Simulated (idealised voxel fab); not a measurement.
Name of the process module below: voxel trench capacitor
Displayed cross-section: cut, width of 165 nm, square cells sized 5 nm.
Cross-section layout: square cells on a grid; listed as bands, top to bottom; a band spans one or more cell rows.
The band entry comprises the height of the band's top followed by the height of its bottom, expressed in nm, and subsequently the band's materials from left to right, each stated together with its width in nm. Where a single material is marked with the word "full width", that material fills the band from edge to edge. The word "empty" represents empty space.
Below 0: as-received wafer, all one material; heights counted from there. Lowest band: no bottom, goes on down, written "z 0 and below".
A two-number width, for instance "30->40", indicates that the width is equal to the first number in the top row of the band and to the second number in the bottom row, and that it changes by a constant amount per row of cells.
Basically "remained unchanged" means that step didn't change any cell in the cross-section.
In the "Voids, enclosed" entry, you get each enclosed empty space of 8 cells or more, one with no open way to the top, written width x height at distance, distance from the left edge, in nm.
On a step's line, text after the settings is the simulator commenting on that step.
Steps that use a mask can have "overlay nm" on their line. It says how far the mask sat to the right of where it was meant to be. Negative means to the left.

## Below is the list of planned process steps
- 1: RECEIVE [material Si]
- 2: CONFORMAL_DEP [material SiN] [thk nm 10]
- 3: DIRECTIONAL_DEP [material aC] [thk nm 10]
- 4: PATTERN [tone open] [mask id TRENCH] [material resist] [width nm 25] [pitch nm 50] [thk nm 30] [overlay nm 0]
- 5: DIRECTIONAL_ETCH [etch materials aC] [depth nm 10]
- 6: STRIP [etch materials resist]
- 7: DIRECTIONAL_ETCH [etch materials SiN] [depth nm 10]
- 8: DIRECTIONAL_ETCH [etch materials Si] [depth nm 30]
- 9: STRIP [etch materials aC]
- 10: CONFORMAL_DEP [material HfO2] [thk nm 5]
- 11: CONFORMAL_DEP [material TiN] [thk nm 5]
- 12: FILL_DEP [material W] [thk nm 5]
- 13: CMP [height nm 10]

## Incoming wafer, cross-sectional view, post step 1
    z 0 and below = Si full width
    Voids, enclosed: none

## Final wafer profile in cross-section after the module, from the same start and plan as above, with one mistake made during processing
    z 10 to 0 = SiN 50 nm | TiN 5 nm | W 5 nm | TiN 5 nm | SiN 35 nm | TiN 5 nm | W 5 nm | TiN 5 nm | SiN 50 nm
    z 0 to -20 = Si 45 nm | SiN 5 nm | TiN 5 nm | W 5 nm | TiN 5 nm | SiN 5 nm | Si 25 nm | SiN 5 nm | TiN 5 nm | W 5 nm | TiN 5 nm | SiN 5 nm | Si 45 nm
    z -20 to -25 = Si 45 nm | SiN 5 nm | TiN 15 nm | SiN 5 nm | Si 25 nm | SiN 5 nm | TiN 15 nm | SiN 5 nm | Si 45 nm
    z -25 to -30 = Si 45 nm | SiN 25 nm | Si 25 nm | SiN 25 nm | Si 45 nm
    z -30 and below = Si full width
    Voids, enclosed: none
What was done differently from what was planned? in deviation from the planned setting, step 10 was conducted as CONFORMAL_DEP [material SiN] [thk nm 5]
